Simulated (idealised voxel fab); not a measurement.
Process module, titled voxel ribs on slabs
The cross-section shown here is cut; it is 185 nm wide and divided into square cells measuring 5 nm on a side.
A cross-section is written here as square cells arranged in a grid, and it is given in bands from the top down, each band taking up one or more rows of cells. Quick guide to a band line: top height, bottom height (nm) up front; then every material left to right with its width in nm. Only one material and it's marked "edge to edge"? Then it fills the band edge to edge. And "blank" just means empty space. Note: height 0 marks the level under which the wafer is uniformly one material as received. Lowest band unbounded below, written "top 0, no bottom". The expression "30 to 40" gives the width at the extremes of the band, the first number at its top row of cells and the second at its bottom row, with the width changing by equal amounts from each row to the next in between. "no change", as given for a step, is the statement that not any cell of the cross-section underwent a change during that step. "Encapsulated voids" lists enclosed empty spaces (at least 8 cells, no open path upward to the top), each as width x height at distance from the left edge, in nm. Step line, after settings: the simulator's comment on this step. The setting "overlay nm" may be written on the line of a step. When the step uses a mask, the value reports how far to the right of the planned place the mask lay, and a negative value reports that it lay to the left.

### Steps in the process plan
| 1 | RECEIVE | material Si |
| 2 | DIRECTIONAL_DEP | material SiO2 | thk nm 30 |
| 3 | DIRECTIONAL_DEP | material SiN | thk nm 20 |
| 4 | MASKED_ETCH | tone cover | mask id RIB | width nm 15 | etch materials SiN | depth nm 15 | overlay nm 0 |
| 5 | MASKED_ETCH | tone cover | mask id SLAB | width nm 65 | etch materials SiN | depth nm 5 | overlay nm 0 |
| 6 | FILL_DEP | material SiO2 | thk nm 20 |
| 7 | CMP | height nm 60 |
| 8 | DIRECTIONAL_DEP | material TiN | thk nm 10 |
| 9 | MASKED_ETCH | tone cover | mask id HEATER | width nm 25 | etch materials TiN | depth nm 10 | overlay nm -15 |
| 10 | CONFORMAL_DEP | material SiN | thk nm 5 |
The plan shows the overlay nm of step 9 as the first wafer had it; this setting differs between the wafers, which start out alike.

### Cross-section of the first of several wafers as received (after step 1)
- top 0, no bottom  Si edge to edge
- Encapsulated voids: none

### Per wafer (row), end of module: delta in cells per material since receipt, (+) for gained, (-) for lost; closed voids after that
overlay nm -15; +63 SiN; +422 SiO2; +10 TiN; Encapsulated voids: none
overlay nm -10; +63 SiN; +422 SiO2; +10 TiN; Encapsulated voids: none
overlay nm -5; +63 SiN; +422 SiO2; +10 TiN; Encapsulated voids: none
overlay nm 0; +63 SiN; +422 SiO2; +10 TiN; Encapsulated voids: none
overlay nm 5; +63 SiN; +422 SiO2; +10 TiN; Encapsulated voids: none
overlay nm 10; +63 SiN; +422 SiO2; +10 TiN; Encapsulated voids: none
overlay nm 15; +63 SiN; +422 SiO2; +10 TiN; Encapsulated voids: none
